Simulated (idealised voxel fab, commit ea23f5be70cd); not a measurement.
process module | voxel wiring stack
cross-section cut | 300 nm wide | cells 5 nm
A cross-section is a grid of square cells, given in bands from the top down. A band is one or more rows of cells.
Each band's line starts with the height of the band's top and of its bottom, in nm. Then come its materials from left to right, each with its width in nm. One material with "throughout" fills the band from edge to edge. "air" is empty space.
Height 0 is the level under which the wafer as received is all one material. The lowest band goes on downwards, as in "0 down".
A width such as "30 to 40" changes by the same amount from each row of cells to the next, from the band's top row to its bottom row.
"no change" after a step means that no cell of the cross-section changed.
closed voids: empty space of 8 cells or more with no open way to the top, each as width x height at its distance from the left edge, in nm
after a step's settings: what the simulator itself notes on the step
overlay nm, on a step with a mask: how far to the right of its planned place the mask lay; to the left if negative
plan
1 op RECEIVE | material Si
2 op CONFORMAL_DEP | material SiO2 | thk nm 15
3 op DIRECTIONAL_DEP | material TiN | thk nm 5
4 op DIRECTIONAL_DEP | material W | thk nm 25
5 op DIRECTIONAL_DEP | material aC | thk nm 15
6 op PATTERN | tone cover | mask id METAL_1 | material resist | width nm 20 | pitch nm 35 | thk nm 30 | overlay nm 0
7 op DIRECTIONAL_ETCH | etch materials aC | depth nm 15
8 op STRIP | etch materials resist
9 op DIRECTIONAL_ETCH | etch materials W | depth nm 25
10 op DIRECTIONAL_ETCH | etch materials TiN | depth nm 5
11 op STRIP | etch materials aC
12 op FILL_DEP | material SiO2 | thk nm 10
13 op CMP | height nm 45
14 op CONFORMAL_DEP | material SiCN | thk nm 5
15 op DIRECTIONAL_DEP | material lowk | thk nm 20
16 op PATTERN | tone open | mask id PLUG_1 | material resist | width nm 15 | thk nm 20 | overlay nm 0
17 op DIRECTIONAL_ETCH | etch materials lowk | depth nm 20
18 op DIRECTIONAL_ETCH | etch materials SiCN | depth nm 5
19 op STRIP | etch materials resist
20 op EPI | material Ru | thk nm 10
21 op EPI | material Ru | thk nm 10
22 op EPI | material Ru | thk nm 5
23 op DIRECTIONAL_DEP | material TiN | thk nm 5
24 op DIRECTIONAL_DEP | material W | thk nm 25
25 op DIRECTIONAL_DEP | material aC | thk nm 15
26 op PATTERN | tone cover | mask id METAL_2 | material resist | width nm 20 | pitch nm 35 | thk nm 35 | overlay nm 0
27 op DIRECTIONAL_ETCH | etch materials aC | depth nm 15
28 op STRIP | etch materials resist
29 op DIRECTIONAL_ETCH | etch materials W | depth nm 25
30 op DIRECTIONAL_ETCH | etch materials TiN | depth nm 5
31 op STRIP | etch materials aC
32 op CONFORMAL_DEP | material SiN | thk nm 5
33 op FILL_DEP | material SiO2 | thk nm 5
34 op CMP | height nm 100
35 op CONFORMAL_DEP | material SiCN | thk nm 5
36 op DIRECTIONAL_DEP | material SiO2 | thk nm 20
37 op PATTERN | tone open | mask id PLUG_2 | material resist | width nm 15 | thk nm 20 | overlay nm 0
38 op DIRECTIONAL_ETCH | etch materials SiO2 | depth nm 20
39 op DIRECTIONAL_ETCH | etch materials SiCN | depth nm 5
40 op STRIP | etch materials resist
41 op EPI | material Ru | thk nm 10
42 op EPI | material Ru | thk nm 10
43 op EPI | material Ru | thk nm 5
44 op DIRECTIONAL_DEP | material TiN | thk nm 5
45 op DIRECTIONAL_DEP | material Ru | thk nm 15
46 op MASKED_ETCH | tone cover | mask id METAL_3 | width nm 20 | pitch nm 35 | etch materials Ru | depth nm 15 | overlay nm 0
47 op MASKED_ETCH | tone cover | mask id METAL_3 | width nm 20 | pitch nm 35 | etch materials TiN | depth nm 5 | overlay nm 0
48 op CONFORMAL_DEP | material SiCN | thk nm 5
49 op FILL_DEP | material SiO2 | thk nm 5
50 op CMP | height nm 145
51 op CONFORMAL_DEP | material SiCN | thk nm 5
as received, after step 1
  0 down: Si throughout
  closed voids: none
a wafer at the end: this start, this plan, one mistake
  150 to 145: SiCN throughout
  145 to 130: SiO2 120 | Ru 15 | SiO2 165
  130 to 125: SiO2 120 | TiN 15 | SiO2 165
  125 to 105: SiO2 throughout
  105 to 100: SiCN throughout
  100 to 75: SiO2 115 | SiN 5 | W 20 | SiN 5 | SiO2 5 | SiN 5 | W 20 | SiN 5 | SiO2 120
  75 to 70: SiN 120 | TiN 20 | SiN 15 | TiN 20 | SiN 125
  70 to 50: lowk 120 | Ru 15 | lowk 165
  50 to 45: SiCN 120 | Ru 15 | SiCN 165
  45 to 20: SiO2 120 | W 20 | SiO2 15 | W 20 | SiO2 125
  20 to 15: SiO2 120 | TiN 20 | SiO2 15 | TiN 20 | SiO2 125
  15 to 0: SiO2 throughout
  0 down: Si throughout
  closed voids: none
what went wrong: step 36 was run twice
